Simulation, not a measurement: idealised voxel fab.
process module | voxel self aligned contacts
cross-section cut | 210 nm wide | cells 5 nm
A cross-section is a grid of square cells, given in bands from the top down. A band is one or more rows of cells.
Each band's line starts with the height of the band's top and of its bottom, in nm. Then come its materials from left to right, each with its width in nm. One material with "throughout" fills the band from edge to edge. "air" is empty space.
Height 0 is the level under which the wafer as received is all one material. The lowest band goes on downwards, as in "0 down".
A width such as "30 to 40" changes by the same amount from each row of cells to the next, from the band's top row to its bottom row.
"no change" after a step means that no cell of the cross-section changed.
closed voids: empty space of 8 cells or more with no open way to the top, each as width x height at its distance from the left edge, in nm
after a step's settings: what the simulator itself notes on the step
overlay nm, on a step with a mask: how far to the right of its planned place the mask lay; to the left if negative
plan
1 op RECEIVE | material Si
2 op CONFORMAL_DEP | material SiO2 | thk nm 5
3 op DIRECTIONAL_DEP | material polySi | thk nm 30
4 op DIRECTIONAL_DEP | material SiN | thk nm 20
5 op PATTERN | tone cover | mask id GATE | material resist | width nm 25 | pitch nm 50 | thk nm 15 | overlay nm 0
6 op DIRECTIONAL_ETCH | etch materials SiN | depth nm 20
7 op DIRECTIONAL_ETCH | etch materials polySi | depth nm 30
8 op STRIP | etch materials resist
9 op CONFORMAL_DEP | material SiN | thk nm 5
10 op DIRECTIONAL_ETCH | etch materials SiN | depth nm 5
11 op FILL_DEP | material SiO2 | thk nm 10
12 op CMP | height nm 60
13 op PATTERN | tone open | mask id CONTACT | material resist | width nm 35 | thk nm 15 | overlay nm 0
14 op DIRECTIONAL_ETCH | etch materials SiO2 | depth nm 60
15 op STRIP | etch materials resist
16 op CONFORMAL_DEP | material TiN | thk nm 5
17 op FILL_DEP | material Ru | thk nm 5
18 op CMP | height nm 60
19 op CONFORMAL_DEP | material SiN | thk nm 5
as received, after step 1
  0 down: Si throughout
  closed voids: none
first wafer at the end, as planned
  65 to 60: SiN throughout
  60 to 55: SiO2 85 | TiN 15 | Ru 5 | TiN 15 | SiO2 90
  55 to 35: SiO2 60 | SiN 35 | TiN 5 | Ru 5 | TiN 5 | SiN 35 | SiO2 65
  35 to 5: SiO2 60 | SiN 5 | polySi 25 | SiN 5 | TiN 5 | Ru 5 | TiN 5 | SiN 5 | polySi 25 | SiN 5 | SiO2 65
  5 to 0: SiO2 95 | TiN 15 | SiO2 100
  0 down: Si throughout
  closed voids: none
second wafer at the end: like start, like plan, one mistake
  65 to 60: SiN throughout
  60 to 55: TiN 100 | Ru 5 | TiN 105
  55 to 35: SiO2 60 | SiN 35 | TiN 5 | Ru 5 | TiN 5 | SiN 35 | SiO2 65
  35 to 5: SiO2 60 | SiN 5 | polySi 25 | SiN 5 | TiN 5 | Ru 5 | TiN 5 | SiN 5 | polySi 25 | SiN 5 | SiO2 65
  5 to 0: SiO2 95 | TiN 15 | SiO2 100
  0 down: Si throughout
  closed voids: none
what went wrong: step 12 ran as: op CMP | height nm 55
at the end the second wafer has, in cells: 35 fewer of SiO2 | 35 more of TiN
